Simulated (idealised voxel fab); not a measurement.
Process module, titled voxel capacitor over wiring
Section cut is 185 nm wide and gridded with 5 nm square cells.
Cross-section, as written here: a square-cell grid given band by band from the top down, where a band holds one or more rows of cells.
Quick guide to a band line: top height, bottom height (nm) up front; then every material left to right with its width in nm. Only one material and it's marked "all across"? Then it fills the band edge to edge. And "empty" just means empty space.
Heights are reckoned from 0. Under this level, the received wafer is all of one material. The bottommost band is open-ended downward, for example "from 0 down".
Graded width ("30->40"): value in top row of band = first number; value in bottom row = second number; row-to-row change constant.
Step note "nothing got changed" = no cross-section cell changed.
Empty spaces counting at least 8 cells and having no open way to the top are listed in "Entrapped voids". The notation width x height at distance is used for each, the distance being from the left edge and all three values in nm.
Anything after a step's settings on that line? It's the simulator's own note about the step.
On any step carrying a mask, the "overlay nm" setting, if present on the step's line, tells how far right of its planned place the mask lay; negative values point to the left.
SET OUT BELOW ARE THE PLANNED STEPS OF THE PROCESS
1: RECEIVE | material Si
2: CONFORMAL_DEP | material SiO2 | thk nm 15
3: DIRECTIONAL_DEP | material TiN | thk nm 5
4: DIRECTIONAL_DEP | material Ru | thk nm 15
5: MASKED_ETCH | tone cover | mask id METAL_1 | width nm 30 | pitch nm 100 | etch materials Ru | depth nm 15 | overlay nm 0
6: MASKED_ETCH | tone cover | mask id METAL_1 | width nm 20 | pitch nm 100 | etch materials TiN | depth nm 5 | overlay nm 0
7: FILL_DEP | material SiO2 | thk nm 5
8: CMP | height nm 35
9: CONFORMAL_DEP | material SiCN | thk nm 5
10: DIRECTIONAL_DEP | material lowk | thk nm 15
11: DIRECTIONAL_DEP | material aC | thk nm 15
12: PATTERN | tone open | mask id PLUG_1 | material resist | width nm 15 | thk nm 35 | overlay nm 0
13: DIRECTIONAL_ETCH | etch materials aC | depth nm 15
14: STRIP | etch materials resist
15: DIRECTIONAL_ETCH | etch materials lowk | depth nm 15
16: DIRECTIONAL_ETCH | etch materials SiCN | depth nm 5
17: STRIP | etch materials aC
18: CONFORMAL_DEP | material TiN | thk nm 5
19: FILL_DEP | material Cu | thk nm 5
20: CMP | height nm 55
21: DIRECTIONAL_DEP | material TiN | thk nm 10
22: DIRECTIONAL_DEP | material HfO2 | thk nm 5
23: DIRECTIONAL_DEP | material TiN | thk nm 5
24: DIRECTIONAL_DEP | material aC | thk nm 10
25: PATTERN | tone cover | mask id UPPER_PLATE | material resist | width nm 75 | thk nm 30 | overlay nm 0
26: DIRECTIONAL_ETCH | etch materials aC | depth nm 10
27: STRIP | etch materials resist
28: DIRECTIONAL_ETCH | etch materials TiN | depth nm 5
29: DIRECTIONAL_ETCH | etch materials HfO2 | depth nm 5
30: STRIP | etch materials aC
31: DIRECTIONAL_DEP | material aC | thk nm 15
32: PATTERN | tone cover | mask id LOWER_PLATE | material resist | width nm 85 | thk nm 30 | overlay nm 0
33: DIRECTIONAL_ETCH | etch materials aC | depth nm 15
34: STRIP | etch materials resist
35: DIRECTIONAL_ETCH | etch materials TiN | depth nm 10
36: STRIP | etch materials aC
37: FILL_DEP | material SiO2 | thk nm 20
38: CMP | height nm 90
39: MASKED_ETCH | tone open | mask id PLUG_2 | width nm 15 | etch materials SiO2 | depth nm 15 | overlay nm 0
40: CONFORMAL_DEP | material TiN | thk nm 5
41: FILL_DEP | material Ru | thk nm 5
42: CMP | height nm 90
43: CONFORMAL_DEP | material SiCN | thk nm 5
Among the wafers covered here, the point of difference is the width nm at step 6; their starting state is shared, and the plan presents the value of the first wafer.
CROSS-SECTION: THE FIRST OF SEVERAL WAFERS IN ITS AS-RECEIVED STATE, I.E. FOLLOWING STEP 1
from 0 down = Si all across
Entrapped voids: none
BELOW IS A PER-WAFER TABLE. IN IT, EACH ROW DESCRIBES THE WAFER AT THE END OF THE MODULE BY GIVING, FOR EACH MATERIAL, THE NUMBER OF CELLS GAINED (+) OR LOST (-) SINCE THE WAFER WAS RECEIVED, AND AFTER THAT THE CLOSED VOIDS OF THE WAFER
width nm 20; +3 Cu; +15 HfO2; +38 Ru; +71 SiCN; +397 SiO2; +77 TiN; +102 lowk; Entrapped voids: none
width nm 25; +3 Cu; +15 HfO2; +38 Ru; +71 SiCN; +397 SiO2; +77 TiN; +102 lowk; Entrapped voids: none
width nm 30; +3 Cu; +15 HfO2; +38 Ru; +71 SiCN; +397 SiO2; +77 TiN; +102 lowk; Entrapped voids: none
width nm 35; +3 Cu; +15 HfO2; +38 Ru; +71 SiCN; +395 SiO2; +79 TiN; +102 lowk; Entrapped voids: none
width nm 40; +3 Cu; +15 HfO2; +38 Ru; +71 SiCN; +393 SiO2; +81 TiN; +102 lowk; Entrapped voids: none
width nm 45; +3 Cu; +15 HfO2; +38 Ru; +71 SiCN; +391 SiO2; +83 TiN; +102 lowk; Entrapped voids: none
